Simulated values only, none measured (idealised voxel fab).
The process module presented herein is designated voxel self aligned contacts.
The figure presents cross-section cut, which has a width of 300 nm and is divided into square cells with an edge length of 5 nm.
In what follows, cross-sections appear as grids of square cells, described through bands that run from the top down, where every band is one or more rows of cells. Read a band's entry like this: the first values are the height of its top and the height of its bottom in nm, and what follows is the sequence of materials from left to right, each with its width in nm. Note that "blank" is empty space, and that a single material marked "all across" reaches across the band from edge to edge. Convention: height 0 is the level below which the wafer, as received, is all one material. The lowest band does not terminate at the bottom but continues downward, represented as "0 and below". You'd read "30 to 40" like this: the band's top row of cells is as wide as the first number, its bottom row is as wide as the second, and going down, every row changes width by the same amount as the row before did. Given "no modification" for a step, no cell of the cross-section differs between before and after that step. Listed in "Closed cavity list": every empty space of 8 or more cells without an open way to the top. Form: width x height at distance, the distance being from the left edge, all in nm. That trailing text on a step's line, after the settings, is the simulator's own remark on the step. "overlay nm" answers the question of how far to the right of plan the mask lay on a step that has a mask, and when it is negative the answer is to the left.
-- plan
step 1: RECEIVE with material Si
step 2: OXIDIZE with depth nm 5
step 3: DIRECTIONAL_DEP with material polySi, thk nm 25
step 4: DIRECTIONAL_DEP with material SiN, thk nm 25
step 5: PATTERN with tone cover, mask id GATE, material resist, width nm 25, pitch nm 65, thk nm 15, overlay nm 0
step 6: DIRECTIONAL_ETCH with etch materials SiN, depth nm 25
step 7: DIRECTIONAL_ETCH with etch materials polySi, depth nm 25
step 8: STRIP with etch materials resist
step 9: CONFORMAL_DEP with material SiN, thk nm 10
step 10: DIRECTIONAL_ETCH with etch materials SiN, depth nm 10
step 11: FILL_DEP with material SiO2, thk nm 15
step 12: CMP with height nm 60
step 13: MASKED_ETCH with tone open, mask id CONTACT, width nm 50, etch materials SiO2, depth nm 65, overlay nm 0
step 14: CONFORMAL_DEP with material TiN, thk nm 5
step 15: FILL_DEP with material Ru, thk nm 5
step 16: CMP with height nm 60
step 17: CONFORMAL_DEP with material SiCN, thk nm 5
-- Wafer as received: cross-section following step 1
    0 and below  Si all across
    Closed cavity list: none
-- Sectioned view, first of two wafers, at the close of the module, processed as intended in the plan
    65 down to 60  SiCN all across
    60 down to 50  SiO2=125, then TiN=5 to 20, then Ru=40 to 10, then TiN=5 to 20, then SiO2=125
    50 down to 25  SiO2=95, then SiN=45, then TiN=5, then Ru=10, then TiN=5, then SiN=45, then SiO2=95
    25 down to 0  SiO2=95, then SiN=10, then polySi=25, then SiN=10, then TiN=5, then Ru=10, then TiN=5, then SiN=10, then polySi=25, then SiN=10, then SiO2=95
    0 down to -5  SiO2=140, then TiN=20, then SiO2=140
    -5 and below  Si all across
    Closed cavity list: none
-- What the second wafer looks like in cross-section once the module is done. Its start and its plan matched the first wafer's exactly; what differed was one mistake in how it was run
    65 down to 60  SiCN all across
    60 down to 55  SiO2=95, then SiN=45, then TiN=5, then Ru=10, then TiN=5, then SiN=45, then SiO2=95
    55 down to 50  SiO2=95, then SiN=45, then TiN=20, then SiN=45, then SiO2=95
    50 down to 25  SiN all across
    25 down to 0  polySi all across
    0 down to -5  SiO2 all across
    -5 and below  Si all across
    Closed cavity list: none
Heads up, the wafer didn't run the way we planned it: step 4 of the plan was twice carried out
FYI, end of process, the second wafer has more or fewer cells of some materials than the first: -28 Ru, +206 SiN, -400 SiO2, -28 TiN, +250 polySi
